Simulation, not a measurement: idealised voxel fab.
process module | voxel lift off
Section shown: cut. Width: 265 nm. Cell size: 5 nm, square.
Heads up, the way a cross-section reads in here is a grid of square cells, handed over as bands from the top down, with every band being one or more rows of cells. The entry gives the band's vertical extent as a top height and a bottom height in nm, then its horizontal make-up as materials from left to right, each with a width in nm. "air" stands for empty space; a single material marked "full width" fills the band edge to edge. Below 0: as-received wafer, all one material; heights counted from there. Lowest band: no bottom, goes on down, written "0 and below". With a width like "30 to 40", each row of cells in the band differs from the next by the same amount, the top row carrying the first number and the bottom row the second. No cell of the cross-section changed in a step that is given as "no change". Empty spaces without an open route to the top, at least 8 cells in extent, make up the entry "Sealed-off cavities"; each is given as width x height at distance, where the distance is measured from the left edge, and all are in nm. Text after the settings on a step's line: the simulator's own remark on that step. overlay nm: mask offset rightward from planned place, masked step; negative means leftward offset.

## Steps planned for the process
1) RECEIVE [material Si]
2) CONFORMAL_DEP [material SiO2] [thk nm 5]
3) PATTERN [tone open] [mask id LINES] [material resist] [width nm 30] [pitch nm 50] [thk nm 25] [overlay nm 0]
4) DIRECTIONAL_DEP [material Ru] [thk nm 15]
5) STRIP [etch materials resist]
6) CONFORMAL_DEP [material SiN] [thk nm 5]

## Wafer as received: cross-section following step 1
0 and below = Si full width
Sealed-off cavities: none

## The first of the two wafers as seen in cross-section once the module was finished; processing followed the plan
25 down to 20 = air (60), then SiN (40), then air (10), then SiN (40), then air (10), then SiN (40), then air (65)
20 down to 10 = air (60), then SiN (5), then Ru (30), then SiN (5), then air (10), then SiN (5), then Ru (30), then SiN (5), then air (10), then SiN (5), then Ru (30), then SiN (5), then air (65)
10 down to 5 = SiN (65), then Ru (30), then SiN (20), then Ru (30), then SiN (20), then Ru (30), then SiN (70)
5 down to 0 = SiO2 full width
0 and below = Si full width
Sealed-off cavities: none

## This cross-section belongs to the second wafer of two at the end of the module; the start and the plan were shared with the first, and the run included one mistake
25 down to 20 = SiN (70), then air (20), then SiN (30), then air (20), then SiN (30), then air (20), then SiN (75)
20 down to 10 = Ru (65), then SiN (5), then air (20), then SiN (5), then Ru (20), then SiN (5), then air (20), then SiN (5), then Ru (20), then SiN (5), then air (20), then SiN (5), then Ru (70)
10 down to 5 = Ru (65), then SiN (30), then Ru (20), then SiN (30), then Ru (20), then SiN (30), then Ru (70)
5 down to 0 = SiO2 full width
0 and below = Si full width
Sealed-off cavities: none
Which mistake was made when the wafer was run? step 3 ran differently from the plan; actual operation with settings: PATTERN [tone cover] [mask id LINES] [material resist] [width nm 30] [pitch nm 50] [thk nm 25] [overlay nm 0]
In the final state, the cell counts of the second wafer exceed or fall short of those of the first for the following materials: Ru: 51 more
